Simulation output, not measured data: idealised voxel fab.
Presented below is a process module, voxel ribs on slabs.
160 nm wide, 5 nm square cells: that's cross-section cut.
How to read a cross-section here: the picture is a grid of square cells, written as bands going from the top down, and any band can span one or more rows of cells. First you get the band's top height and its bottom height, in nm, and then the materials it's made of, left to right, with each width in nm. If you see a single material with "edge to edge", that one covers the band edge to edge. "blank" is empty space. Counting heights begins at 0, where everything beneath is, in the wafer as received, one material. The lowest band has no bottom; it goes on downwards, as "0 and below" shows. You'd read "30 to 40" like this: the band's top row of cells is as wide as the first number, its bottom row is as wide as the second, and going down, every row changes width by the same amount as the row before did. No cell of the cross-section changed in a step that is given as "nothing altered". Voids not open to the top, 8 cells minimum: see "Trapped voids". Written width x height at distance; distance is from the left edge; nm. Where a step's line continues beyond its settings, the continuation is a remark by the simulator itself on that step. overlay nm: mask right of planned place by this much (step with mask). Neg. = left.
plan
| 1 | op RECEIVE | material Si |
| 2 | op DIRECTIONAL_DEP | material SiO2 | thk nm 20 |
| 3 | op DIRECTIONAL_DEP | material SiN | thk nm 20 |
| 4 | op MASKED_ETCH | tone cover | mask id RIB | width nm 25 | etch materials SiN | depth nm 10 | overlay nm 0 |
| 5 | op PATTERN | tone cover | mask id SLAB | material resist | width nm 65 | thk nm 20 | overlay nm 0 |
| 6 | op DIRECTIONAL_ETCH | etch materials SiN | depth nm 10 |
| 7 | op STRIP | etch materials resist |
| 8 | op FILL_DEP | material SiO2 | thk nm 20 |
| 9 | op CMP | height nm 50 |
| 10 | op DIRECTIONAL_DEP | material TiN | thk nm 10 |
| 11 | op MASKED_ETCH | tone cover | mask id HEATER | width nm 35 | etch materials TiN | depth nm 10 | overlay nm 0 |
| 12 | op CONFORMAL_DEP | material SiN | thk nm 5 |
Run as planned: first of two wafers
This is the cross-section of the wafer as we received it, i.e. after step 1
  0 and below = Si edge to edge
  Trapped voids: none
The wafer in cross-section once step 2 is complete
  20 down to 0 = SiO2 edge to edge
  Under the height 0 nothing was changed.
The wafer in cross-section once step 3 is complete
  40 down to 20 = SiN edge to edge
  Under the height 20 nothing was changed.
The wafer in cross-section once step 4 is complete
  40 down to 30 = 65 of blank, then 25 of SiN, then 70 of blank
  Under the height 30 nothing was changed.
The wafer in cross-section once step 5 is complete
  60 down to 40 = 45 of blank, then 65 of resist, then 50 of blank
  40 down to 30 = 45 of blank, then 20 of resist, then 25 of SiN, then 20 of resist, then 50 of blank
  Under the height 30 nothing was changed.
The wafer in cross-section once step 6 is complete
  60 down to 40 = 45 of blank, then 65 of resist, then 50 of blank
  40 down to 30 = 45 of blank, then 20 of resist, then 25 of SiN, then 20 of resist, then 50 of blank
  30 down to 20 = 45 of blank, then 65 of SiN, then 50 of blank
  Under the height 20 nothing was changed.
The wafer in cross-section once step 7 is complete
  40 down to 30 = 65 of blank, then 25 of SiN, then 70 of blank
  Under the height 30 nothing was changed.
The wafer in cross-section once step 8 is complete
  60 down to 40 = SiO2 edge to edge
  40 down to 30 = 65 of SiO2, then 25 of SiN, then 70 of SiO2
  30 down to 20 = 45 of SiO2, then 65 of SiN, then 50 of SiO2
  Under the height 20 nothing was changed.
The wafer in cross-section once step 9 is complete
  50 down to 40 = SiO2 edge to edge
  Under the height 40 nothing was changed.
The wafer in cross-section once step 10 is complete
  60 down to 50 = TiN edge to edge
  Under the height 50 nothing was changed.
The wafer in cross-section once step 11 is complete
  60 down to 50 = 60 of blank, then 35 of TiN, then 65 of blank
  Under the height 50 nothing was changed.
The wafer in cross-section once step 12 is complete
  65 down to 60 = 55 of blank, then 45 of SiN, then 60 of blank
  60 down to 55 = 55 of blank, then 5 of SiN, then 35 of TiN, then 5 of SiN, then 60 of blank
  55 down to 50 = 60 of SiN, then 35 of TiN, then 65 of SiN
  Under the height 50 nothing was changed.
The second wafer began exactly as the first did and followed the same plan, but one mistake was made while running it; through step 3 inclusive, the two wafers are identical
At the planned end of step 4, the second wafer in cross-section
  40 down to 30 = 60 of blank, then 25 of SiN, then 75 of blank
  Under the height 30 nothing was changed.
At the planned end of step 5, the second wafer in cross-section
  60 down to 40 = 45 of blank, then 65 of resist, then 50 of blank
  40 down to 30 = 45 of blank, then 15 of resist, then 25 of SiN, then 25 of resist, then 50 of blank
  Under the height 30 nothing was changed.
At the planned end of step 6, the second wafer in cross-section
  60 down to 40 = 45 of blank, then 65 of resist, then 50 of blank
  40 down to 30 = 45 of blank, then 15 of resist, then 25 of SiN, then 25 of resist, then 50 of blank
  30 down to 20 = 45 of blank, then 65 of SiN, then 50 of blank
  Under the height 20 nothing was changed.
At the planned end of step 7, the second wafer in cross-section
  40 down to 30 = 60 of blank, then 25 of SiN, then 75 of blank
  Under the height 30 nothing was changed.
At the planned end of step 8, the second wafer in cross-section
  60 down to 40 = SiO2 edge to edge
  40 down to 30 = 60 of SiO2, then 25 of SiN, then 75 of SiO2
  30 down to 20 = 45 of SiO2, then 65 of SiN, then 50 of SiO2
  Under the height 20 nothing was changed.
At the planned end of step 9, the second wafer in cross-section
  50 down to 40 = SiO2 edge to edge
  Under the height 40 nothing was changed.
At the planned end of step 10, the second wafer in cross-section
  60 down to 50 = TiN edge to edge
  Under the height 50 nothing was changed.
At the planned end of step 11, the second wafer in cross-section
  60 down to 50 = 60 of blank, then 35 of TiN, then 65 of blank
  Under the height 50 nothing was changed.
At the planned end of step 12, the second wafer in cross-section
  65 down to 60 = 55 of blank, then 45 of SiN, then 60 of blank
  60 down to 55 = 55 of blank, then 5 of SiN, then 35 of TiN, then 5 of SiN, then 60 of blank
  55 down to 50 = 60 of SiN, then 35 of TiN, then 65 of SiN
  Under the height 50 nothing was changed.
Error vs. plan: step 4 was not run as planned; what actually ran was op MASKED_ETCH | tone cover | mask id RIB | width nm 25 | etch materials SiN | depth nm 10 | overlay nm -5
Cell counts per material: same on both final wafers. Positions: different.
